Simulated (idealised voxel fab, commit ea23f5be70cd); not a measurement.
Process module heading - voxel wiring stack
Shown is cross-section cut, with a width of 195 nm and square cells of size 5 nm.
Format of a cross-section: grid, square cells. Given as bands. Order: top down. Band: one or more rows of cells. Quick guide to a band line: top height, bottom height (nm) up front; then every material left to right with its width in nm. Only one material and it's marked "full width"? Then it fills the band edge to edge. And "empty" just means empty space. All heights in this document are referenced to 0, defined as the level beneath which the wafer, as received, consists entirely of one material. The lowest band is not bounded below; it extends indefinitely downward and is written in the form "from 0 down". Top row gets the first number, bottom row gets the second, and each row in between changes by the same step: that is how a band width like "30..40" works. The cross-section has no changed cell in any step marked "nothing different". "Sealed void list" contains a list of empty spaces, each no smaller than 8 cells and without an open way to the top, written in the form width x height at distance with the distance from the left edge and all three in nm. What comes after the settings on a step's line is commentary from the simulator itself on that step. Among the settings permitted on a step's line is "overlay nm"; applied to a step with a mask, it specifies the extent to which the mask lay to the right of its planned position, whereas a negative figure signifies a position to the left.

Intended process steps:
step 1: RECEIVE | material Si
step 2: CONFORMAL_DEP | material SiO2 | thk nm 10
step 3: DIRECTIONAL_DEP | material TiN | thk nm 5
step 4: DIRECTIONAL_DEP | material W | thk nm 20
step 5: MASKED_ETCH | tone cover | mask id METAL_1 | width nm 25 | pitch nm 40 | etch materials W | depth nm 20 | overlay nm 0
step 6: MASKED_ETCH | tone cover | mask id METAL_1 | width nm 25 | pitch nm 40 | etch materials TiN | depth nm 5 | overlay nm 0
step 7: CONFORMAL_DEP | material SiN | thk nm 5
step 8: FILL_DEP | material lowk | thk nm 5
step 9: CMP | height nm 35
step 10: CONFORMAL_DEP | material SiCN | thk nm 5
step 11: DIRECTIONAL_DEP | material lowk | thk nm 15
step 12: MASKED_ETCH | tone open | mask id PLUG_1 | width nm 15 | pitch nm 40 | etch materials lowk | depth nm 15 | overlay nm 0
step 13: MASKED_ETCH | tone open | mask id PLUG_1 | width nm 15 | pitch nm 40 | etch materials SiCN | depth nm 5 | overlay nm 0
step 14: EPI | material Ru | thk nm 10
step 15: EPI | material Ru | thk nm 10
step 16: CONFORMAL_DEP | material SiCN | thk nm 5
step 17: DIRECTIONAL_DEP | material SiO2 | thk nm 20
step 18: PATTERN | tone open | mask id METAL_2 | material resist | width nm 25 | pitch nm 40 | thk nm 20 | overlay nm 0
step 19: DIRECTIONAL_ETCH | etch materials SiO2 | depth nm 20
step 20: DIRECTIONAL_ETCH | etch materials SiCN | depth nm 5
step 21: STRIP | etch materials resist
step 22: CONFORMAL_DEP | material TiN | thk nm 5
step 23: FILL_DEP | material Ru | thk nm 5
step 24: CMP | height nm 80
step 25: CONFORMAL_DEP | material SiCN | thk nm 5

Wafer at receipt (post step 1), cross-section:
from 0 down: Si full width
Sealed void list: none

The following cross-section depicts the wafer upon conclusion of the module. Processing commenced from the starting condition illustrated above and adhered to the plan illustrated above, save for one mistake in execution:
from 85 to 80: SiCN full width
from 80 to 60: SiO2 30 / TiN 5 / Ru 10 / TiN 5 / SiO2 20 / TiN 5 / Ru 10 / TiN 5 / SiO2 20 / TiN 5 / Ru 10 / TiN 5 / SiO2 20 / TiN 5 / Ru 10 / TiN 5 / SiO2 25
from 60 to 55: SiCN 30 / TiN 20 / SiCN 20 / TiN 20 / SiCN 20 / TiN 20 / SiCN 20 / TiN 20 / SiCN 25
from 55 to 40: lowk 25 / Ru 15 / lowk 25 / Ru 15 / lowk 25 / Ru 15 / lowk 25 / Ru 15 / lowk 35
from 40 to 35: SiCN 25 / Ru 15 / SiCN 25 / Ru 15 / SiCN 25 / Ru 15 / SiCN 25 / Ru 15 / SiCN 35
from 35 to 15: lowk 20 / SiN 5 / W 25 / SiN 5 / lowk 5 / SiN 5 / W 25 / SiN 5 / lowk 5 / SiN 5 / W 25 / SiN 5 / lowk 5 / SiN 5 / W 25 / SiN 5 / lowk 20
from 15 to 10: SiN 25 / TiN 25 / SiN 15 / TiN 25 / SiN 15 / TiN 25 / SiN 15 / TiN 25 / SiN 25
from 10 to 0: SiO2 full width
from 0 down: Si full width
Sealed void list: none
Run error: off-plan run, step 18, actual operation and settings PATTERN | tone open | mask id METAL_2 | material resist | width nm 20 | pitch nm 40 | thk nm 20 | overlay nm 0
